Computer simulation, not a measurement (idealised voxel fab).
The process module presented herein is designated voxel lift off.
Section cut is 205 nm wide and gridded with 5 nm square cells.
Bands, listed from the top down, are how a cross-section gets written in this document; the cross-section itself is a grid of square cells, and a band is one or more rows of them.
Each band's line starts with the height of the band's top and of its bottom, in nm. Then come its materials from left to right, each with its width in nm. One material with "all across" fills the band from edge to edge. "blank" is empty space.
Height is counted from the level 0, under which the received wafer is composed throughout of one material. The lowest of the bands is not closed at the bottom but continues downward, in the notation "0 -> down".
Width: "30->40" (first number = top row, second number = bottom row, same change from row to row of cells).
A step reported as "same as before" is a step in which no cell of the cross-section changed.
Look at "Fully enclosed voids" for the closed voids: empty spaces with no open path to the top, sized 8 cells or up. Each is width x height at distance, distance from the left edge, all nm.
Formally, on a step line, whatever follows the settings is a remark that the simulator itself makes on the step.
A step's line can hold "overlay nm"; with a mask on that step, the setting says how far right of the planned place the mask lay, while a negative setting says it lay to the left.
### Planned process steps
1. RECEIVE with material Si
2. CONFORMAL_DEP with material Al2O3, thk nm 15
3. PATTERN with tone open, mask id LINES, material resist, width nm 30, pitch nm 55, thk nm 25, overlay nm -15
4. DIRECTIONAL_DEP with material Ru, thk nm 10
5. STRIP with etch materials resist
6. CONFORMAL_DEP with material SiN, thk nm 5
The plan shows the overlay nm of step 3 as the first wafer had it; this setting differs between the wafers, which start out alike.
### Cross-section of the first incoming wafer of several, state after step 1
	0 -> down: Si all across
	Fully enclosed voids: none
### Take any row and you have a wafer at the end of the module: how many cells of each material it has gained (+) or lost (-) since it was received, and then its closed voids
overlay nm -15, +123 Al2O3, +24 Ru, +49 SiN, Fully enclosed voids: none
overlay nm -10, +123 Al2O3, +24 Ru, +49 SiN, Fully enclosed voids: none
overlay nm -5, +123 Al2O3, +24 Ru, +49 SiN, Fully enclosed voids: none
overlay nm 0, +123 Al2O3, +24 Ru, +49 SiN, Fully enclosed voids: none
overlay nm 5, +123 Al2O3, +24 Ru, +49 SiN, Fully enclosed voids: none
overlay nm 10, +123 Al2O3, +24 Ru, +49 SiN, Fully enclosed voids: none
overlay nm 15, +123 Al2O3, +24 Ru, +49 SiN, Fully enclosed voids: none
